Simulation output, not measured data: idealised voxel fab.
Proc. module: voxel self aligned vias
Each square cell in cross-section cut measures 5 nm, and the section as a whole is 180 nm wide.
We lay out every cross-section as a grid of square cells and spell it out in bands from the top down, where one band means one or more rows of cells. Heights first: top, then bottom, in nm. Then materials, left to right, each with a width in nm. "throughout" on a single material: fills the band edge to edge. "blank": empty space. Convention: height 0 is the level below which the wafer, as received, is all one material. The lowest band does not terminate at the bottom but continues downward, represented as "0 nm and below". So if you see something like "30 to 40" for the width, read it as the top row of the band sitting at the first number and the bottom row at the second, with every row in between moving by the same amount as the last. The cross-section has no changed cell in any step marked "stayed the same". In the "Cavities, closed" entry, you get each enclosed empty space of 8 cells or more, one with no open way to the top, written width x height at distance, distance from the left edge, in nm. Whatever follows a step's settings on its line is a remark the simulator itself makes about that step. The setting "overlay nm" may be written on the line of a step. When the step uses a mask, the value reports how far to the right of the planned place the mask lay, and a negative value reports that it lay to the left.
## Planned process steps
| 1 | RECEIVE with material Si |
| 2 | CONFORMAL_DEP with material SiO2, thk nm 10 |
| 3 | CONFORMAL_DEP with material SiCN, thk nm 5 |
| 4 | DIRECTIONAL_DEP with material lowk, thk nm 25 |
| 5 | DIRECTIONAL_DEP with material aC, thk nm 15 |
| 6 | PATTERN with tone open, mask id LINES, material resist, width nm 30, pitch nm 55, thk nm 30, overlay nm 0 |
| 7 | DIRECTIONAL_ETCH with etch materials aC, depth nm 15 |
| 8 | STRIP with etch materials resist |
| 9 | DIRECTIONAL_ETCH with etch materials lowk, depth nm 25 |
| 10 | STRIP with etch materials aC |
| 11 | CONFORMAL_DEP with material TiN, thk nm 5 |
| 12 | FILL_DEP with material Ru, thk nm 5 |
| 13 | CMP with height nm 40 |
| 14 | SELECTIVE_ETCH with etch materials W Ru TiN, depth nm 10 |
| 15 | FILL_DEP with material SiN, thk nm 5 |
| 16 | CMP with height nm 40 |
| 17 | DIRECTIONAL_DEP with material lowk, thk nm 20 |
| 18 | DIRECTIONAL_DEP with material aC, thk nm 10 |
| 19 | PATTERN with tone open, mask id VIAS, material resist, width nm 40, pitch nm 55, thk nm 30, overlay nm 0 |
| 20 | DIRECTIONAL_ETCH with etch materials aC, depth nm 10 |
| 21 | STRIP with etch materials resist |
| 22 | DIRECTIONAL_ETCH with etch materials lowk, depth nm 20 |
| 23 | DIRECTIONAL_ETCH with etch materials SiN, depth nm 10 |
| 24 | STRIP with etch materials aC |
| 25 | CONFORMAL_DEP with material TiN, thk nm 5 |
| 26 | FILL_DEP with material Cu, thk nm 5 |
| 27 | CMP with height nm 60 |
| 28 | CONFORMAL_DEP with material SiCN, thk nm 5 |
## Wafer at receipt (post step 1), cross-section
0 nm and below | Si throughout
Cavities, closed: none
## Cross-section, end of module. Start: as above. Plan: as above. Execution: one mistake
65 nm to 60 nm | SiCN throughout
60 nm to 45 nm | 40 lowk  5 TiN  30 Cu  5 TiN  15 lowk  5 TiN  30 Cu  5 TiN  45 lowk
45 nm to 35 nm | 40 to 50 lowk  15 to 5 TiN  15 Cu  10 to 5 TiN  15 to 30 lowk  15 to 5 TiN  15 Cu  10 to 5 TiN  45 to 50 lowk
35 nm to 30 nm | 50 lowk  25 TiN  30 lowk  25 TiN  50 lowk
30 nm to 20 nm | 50 lowk  5 TiN  15 Ru  5 TiN  30 lowk  5 TiN  15 Ru  5 TiN  50 lowk
20 nm to 15 nm | 50 lowk  25 TiN  30 lowk  25 TiN  50 lowk
15 nm to 10 nm | SiCN throughout
10 nm to 0 nm | SiO2 throughout
0 nm and below | Si throughout
Cavities, closed: none
what went wrong: so step 6 ended up running with a different setting than we planned, it ran as PATTERN with tone open, mask id LINES, material resist, width nm 25, pitch nm 55, thk nm 30, overlay nm 0
